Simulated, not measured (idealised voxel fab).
This is a process module. Its name is voxel transistor to metal.
This is section cut - it's 150 nm across, gridded in 5 nm square cells.
We lay out every cross-section as a grid of square cells and spell it out in bands from the top down, where one band means one or more rows of cells. First you get the band's top height and its bottom height, in nm, and then the materials it's made of, left to right, with each width in nm. If you see a single material with "everywhere", that one covers the band edge to edge. "empty" is empty space. Heights are expressed relative to 0, this being the level below which the as-received wafer comprises one material exclusively. The lowest band is unbounded in the downward direction and is denoted as in "top 0, no bottom". A width given as "30->40" starts at the first number in the band's top row and ends at the second number in its bottom row, shifting by an equal amount at every step from row to row. Given "remains unaltered" for a step, no cell of the cross-section differs between before and after that step. The entry titled "Cavities, closed" provides the empty spaces that have no open way to the top, restricted to those of 8 cells or more. Each is presented as width x height at distance, the distance being measured from the left edge, with all three in nm. Text after the settings on a step's line: the simulator's own remark on that step. "overlay nm" denotes, for a step that has a mask, the displacement of the mask to the right of its planned place, with negative values corresponding to the left.
LIST OF PLANNED PROCESS STEPS
1. op RECEIVE | material Si
2. op OXIDIZE | depth nm 5
3. op CONFORMAL_DEP | material SiN | thk nm 15
4. op PATTERN | tone cover | mask id ACTIVE | material resist | width nm 90 | thk nm 20 | overlay nm 0
5. op DIRECTIONAL_ETCH | etch materials SiN | depth nm 15
6. op DIRECTIONAL_ETCH | etch materials SiO2 | depth nm 5
7. op DIRECTIONAL_ETCH | etch materials Si | depth nm 25
8. op STRIP | etch materials resist
9. op FILL_DEP | material SiO2 | thk nm 5
10. op CMP | height nm 15
11. op SELECTIVE_ETCH | etch materials SiO2 | depth nm 15
12. op STRIP | etch materials SiN
13. op SELECTIVE_ETCH | etch materials SiO2 | depth nm 5
14. op OXIDIZE | depth nm 5
15. op DIRECTIONAL_DEP | material polySi | thk nm 25
16. op DIRECTIONAL_DEP | material SiCN | thk nm 15
17. op MASKED_ETCH | tone cover | mask id GATE | width nm 20 | etch materials SiCN | depth nm 25 | overlay nm 0
18. op MASKED_ETCH | tone cover | mask id GATE | width nm 20 | etch materials polySi | depth nm 35 | overlay nm 0
19. op CONFORMAL_DEP | material SiN | thk nm 10
20. op DIRECTIONAL_ETCH | etch materials SiN | depth nm 10
21. op DIRECTIONAL_ETCH | etch materials SiO2 | depth nm 5
22. op DIRECTIONAL_ETCH | etch materials Si | depth nm 5
23. op EPI | material SiGe | thk nm 10
24. op FILL_DEP | material SiO2 | thk nm 5
25. op CMP | height nm 35
26. op DIRECTIONAL_DEP | material SiO2 | thk nm 15
27. op PATTERN | tone open | mask id CONTACT | material resist | width nm 15 | pitch nm 65 | thk nm 20 | overlay nm 0
28. op DIRECTIONAL_ETCH | etch materials SiO2 | depth nm 55
29. op STRIP | etch materials resist
30. op CONFORMAL_DEP | material TiN | thk nm 5
31. op FILL_DEP | material W | thk nm 10
32. op CMP | height nm 50
33. op DIRECTIONAL_DEP | material TiN | thk nm 5
34. op DIRECTIONAL_DEP | material Ru | thk nm 25
35. op DIRECTIONAL_DEP | material aC | thk nm 10
36. op PATTERN | tone cover | mask id METAL_1 | material resist | width nm 15 | pitch nm 65 | thk nm 25 | overlay nm 0
37. op DIRECTIONAL_ETCH | etch materials aC | depth nm 10
38. op STRIP | etch materials resist
39. op DIRECTIONAL_ETCH | etch materials Ru | depth nm 25
40. op DIRECTIONAL_ETCH | etch materials TiN | depth nm 5
41. op STRIP | etch materials aC
42. op CONFORMAL_DEP | material SiN | thk nm 5
43. op FILL_DEP | material SiO2 | thk nm 5
44. op CMP | height nm 80
45. op CONFORMAL_DEP | material SiCN | thk nm 5
46. op DIRECTIONAL_DEP | material SiO2 | thk nm 35
47. op PATTERN | tone open | mask id METAL_2 | material resist | width nm 15 | pitch nm 65 | thk nm 20 | overlay nm 0
48. op DIRECTIONAL_ETCH | etch materials SiO2 | depth nm 20
49. op STRIP | etch materials resist
50. op PATTERN | tone open | mask id METAL_2_HOLES | material resist | width nm 15 | pitch nm 65 | thk nm 20 | overlay nm 0
51. op DIRECTIONAL_ETCH | etch materials SiO2 | depth nm 15
52. op DIRECTIONAL_ETCH | etch materials SiCN | depth nm 5
53. op STRIP | etch materials resist
54. op CONFORMAL_DEP | material TiN | thk nm 5
55. op FILL_DEP | material Ru | thk nm 10
56. op CMP | height nm 120
57. op CONFORMAL_DEP | material SiN | thk nm 5
THIS IS THE CROSS-SECTION OF THE WAFER AS WE RECEIVED IT, I.E. AFTER STEP 1
  top 0, no bottom: Si everywhere
  Cavities, closed: none
THE FIRST OF TWO WAFERS, CROSS-SECTIONED AT THE END OF THE MODULE, WITH THE RUN PROCEEDING AS PLANNED
  top 125, bottom 120: SiN everywhere
  top 120, bottom 85: SiO2 (35) | TiN (5) | Ru (5) | TiN (5) | SiO2 (50) | TiN (5) | Ru (5) | TiN (5) | SiO2 (35)
  top 85, bottom 80: SiCN (35) | TiN (15) | SiCN (50) | TiN (15) | SiCN (35)
  top 80, bottom 55: SiO2 (30) | SiN (5) | Ru (15) | SiN (5) | SiO2 (40) | SiN (5) | Ru (15) | SiN (5) | SiO2 (30)
  top 55, bottom 50: SiN (35) | TiN (15) | SiN (50) | TiN (15) | SiN (35)
  top 50, bottom 35: SiO2 (35) | TiN (5) | W (5) | TiN (5) | SiO2 (50) | TiN (5) | W (5) | TiN (5) | SiO2 (35)
  top 35, bottom 20: SiO2 (35) | TiN (5) | W (5) | TiN (5) | SiO2 (5) | SiN (10) | SiCN (20) | SiN (10) | SiO2 (5) | TiN (5) | W (5) | TiN (5) | SiO2 (35)
  top 20, bottom 5: SiO2 (35) | TiN (5) | W (5) | TiN (5) | SiO2 (5) | SiN (10) | polySi (20) | SiN (10) | SiO2 (5) | TiN (5) | W (5) | TiN (5) | SiO2 (35)
  top 5, bottom 0: SiO2 (35) | TiN (15) | SiO2 (5) | SiN (10) | polySi (20) | SiN (10) | SiO2 (5) | TiN (15) | SiO2 (35)
  top 0, bottom -5: SiO2 (35) | TiN (10) | SiGe (10) | SiN (10) | polySi (20) | SiN (10) | SiGe (10) | TiN (10) | SiO2 (35)
  top -5, bottom -10: SiO2 (25) | SiGe (30) | SiO2 (40) | SiGe (30) | SiO2 (25)
  top -10, bottom -15: SiO2 (30) | SiGe (25) | Si (40) | SiGe (25) | SiO2 (30)
  top -15, bottom -30: SiO2 (30) | Si (90) | SiO2 (30)
  top -30, no bottom: Si everywhere
  Cavities, closed: none
CROSS-SECTION, WAFER TWO OF TWO, END OF MODULE: SAME START AND PLAN AS WAFER ONE, ONE ERROR IN EXECUTION
  top 125, bottom 120: SiN everywhere
  top 120, bottom 105: SiO2 (35) | TiN (5) | Ru (10) | TiN (5) | SiO2 (45) | TiN (5) | Ru (10) | TiN (5) | SiO2 (30)
  top 105, bottom 100: SiO2 (35) | TiN (5) | Ru (5) | TiN (10) | SiO2 (45) | TiN (5) | Ru (5) | TiN (10) | SiO2 (30)
  top 100, bottom 85: SiO2 (35) | TiN (5) | Ru (5) | TiN (5) | SiO2 (50) | TiN (5) | Ru (5) | TiN (5) | SiO2 (35)
  top 85, bottom 80: SiCN (35) | TiN (15) | SiCN (50) | TiN (15) | SiCN (35)
  top 80, bottom 55: SiO2 (30) | SiN (5) | Ru (15) | SiN (5) | SiO2 (40) | SiN (5) | Ru (15) | SiN (5) | SiO2 (30)
  top 55, bottom 50: SiN (35) | TiN (15) | SiN (50) | TiN (15) | SiN (35)
  top 50, bottom 35: SiO2 (35) | TiN (5) | W (5) | TiN (5) | SiO2 (50) | TiN (5) | W (5) | TiN (5) | SiO2 (35)
  top 35, bottom 20: SiO2 (35) | TiN (5) | W (5) | TiN (5) | SiO2 (5) | SiN (10) | SiCN (20) | SiN (10) | SiO2 (5) | TiN (5) | W (5) | TiN (5) | SiO2 (35)
  top 20, bottom 5: SiO2 (35) | TiN (5) | W (5) | TiN (5) | SiO2 (5) | SiN (10) | polySi (20) | SiN (10) | SiO2 (5) | TiN (5) | W (5) | TiN (5) | SiO2 (35)
  top 5, bottom 0: SiO2 (35) | TiN (15) | SiO2 (5) | SiN (10) | polySi (20) | SiN (10) | SiO2 (5) | TiN (15) | SiO2 (35)
  top 0, bottom -5: SiO2 (35) | TiN (10) | SiGe (10) | SiN (10) | polySi (20) | SiN (10) | SiGe (10) | TiN (10) | SiO2 (35)
  top -5, bottom -10: SiO2 (25) | SiGe (30) | SiO2 (40) | SiGe (30) | SiO2 (25)
  top -10, bottom -15: SiO2 (30) | SiGe (25) | Si (40) | SiGe (25) | SiO2 (30)
  top -15, bottom -30: SiO2 (30) | Si (90) | SiO2 (30)
  top -30, no bottom: Si everywhere
  Cavities, closed: none
Misprocessing identified: so step 47 ended up running with a different setting than we planned, it ran as op PATTERN | tone open | mask id METAL_2 | material resist | width nm 20 | pitch nm 65 | thk nm 20 | overlay nm 0
It is noted that, at the conclusion of processing, the second wafer exhibits a higher or lower cell count for certain materials relative to the first: Ru: 6 more, SiO2: 8 fewer, TiN: 2 more
